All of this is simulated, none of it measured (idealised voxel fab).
process module | voxel trench capacitor
cross-section cut | 275 nm wide | cells 5 nm
A cross-section is a grid of square cells, given in bands from the top down. A band is one or more rows of cells.
Each band's line starts with the height of the band's top and of its bottom, in nm. Then come its materials from left to right, each with its width in nm. One material with "throughout" fills the band from edge to edge. "air" is empty space.
Height 0 is the level under which the wafer as received is all one material. The lowest band goes on downwards, as in "0 down".
A width such as "30 to 40" changes by the same amount from each row of cells to the next, from the band's top row to its bottom row.
"no change" after a step means that no cell of the cross-section changed.
closed voids: empty space of 8 cells or more with no open way to the top, each as width x height at its distance from the left edge, in nm
after a step's settings: what the simulator itself notes on the step
overlay nm, on a step with a mask: how far to the right of its planned place the mask lay; to the left if negative
plan
1 op RECEIVE | material Si
2 op CONFORMAL_DEP | material SiN | thk nm 10
3 op DIRECTIONAL_DEP | material aC | thk nm 10
4 op PATTERN | tone open | mask id TRENCH | material resist | width nm 25 | pitch nm 45 | thk nm 30 | overlay nm 0
5 op DIRECTIONAL_ETCH | etch materials aC | depth nm 10
6 op STRIP | etch materials resist
7 op DIRECTIONAL_ETCH | etch materials SiN | depth nm 10
8 op DIRECTIONAL_ETCH | etch materials Si | depth nm 25
9 op STRIP | etch materials aC
10 op CONFORMAL_DEP | material HfO2 | thk nm 5
11 op CONFORMAL_DEP | material TiN | thk nm 5
12 op FILL_DEP | material W | thk nm 10
13 op CMP | height nm 10
as received, after step 1
  0 down: Si throughout
  closed voids: none
a wafer at the end: this start, this plan, one mistake
  30 to 20: W throughout
  20 to 15: TiN 65 | W 5 | TiN 40 | W 5 | TiN 40 | W 5 | TiN 40 | W 5 | TiN 70
  15 to 10: HfO2 60 | TiN 5 | W 5 | TiN 5 | HfO2 30 | TiN 5 | W 5 | TiN 5 | HfO2 30 | TiN 5 | W 5 | TiN 5 | HfO2 30 | TiN 5 | W 5 | TiN 5 | HfO2 65
  10 to 0: SiN 55 | HfO2 5 | TiN 5 | W 5 | TiN 5 | HfO2 5 | SiN 20 | HfO2 5 | TiN 5 | W 5 | TiN 5 | HfO2 5 | SiN 20 | HfO2 5 | TiN 5 | W 5 | TiN 5 | HfO2 5 | SiN 20 | HfO2 5 | TiN 5 | W 5 | TiN 5 | HfO2 5 | SiN 60
  0 to -15: Si 55 | HfO2 5 | TiN 5 | W 5 | TiN 5 | HfO2 5 | Si 20 | HfO2 5 | TiN 5 | W 5 | TiN 5 | HfO2 5 | Si 20 | HfO2 5 | TiN 5 | W 5 | TiN 5 | HfO2 5 | Si 20 | HfO2 5 | TiN 5 | W 5 | TiN 5 | HfO2 5 | Si 60
  -15 to -20: Si 55 | HfO2 5 | TiN 15 | HfO2 5 | Si 20 | HfO2 5 | TiN 15 | HfO2 5 | Si 20 | HfO2 5 | TiN 15 | HfO2 5 | Si 20 | HfO2 5 | TiN 15 | HfO2 5 | Si 60
  -20 to -25: Si 55 | HfO2 25 | Si 20 | HfO2 25 | Si 20 | HfO2 25 | Si 20 | HfO2 25 | Si 60
  -25 down: Si throughout
  closed voids: none
what went wrong: step 13 was left out
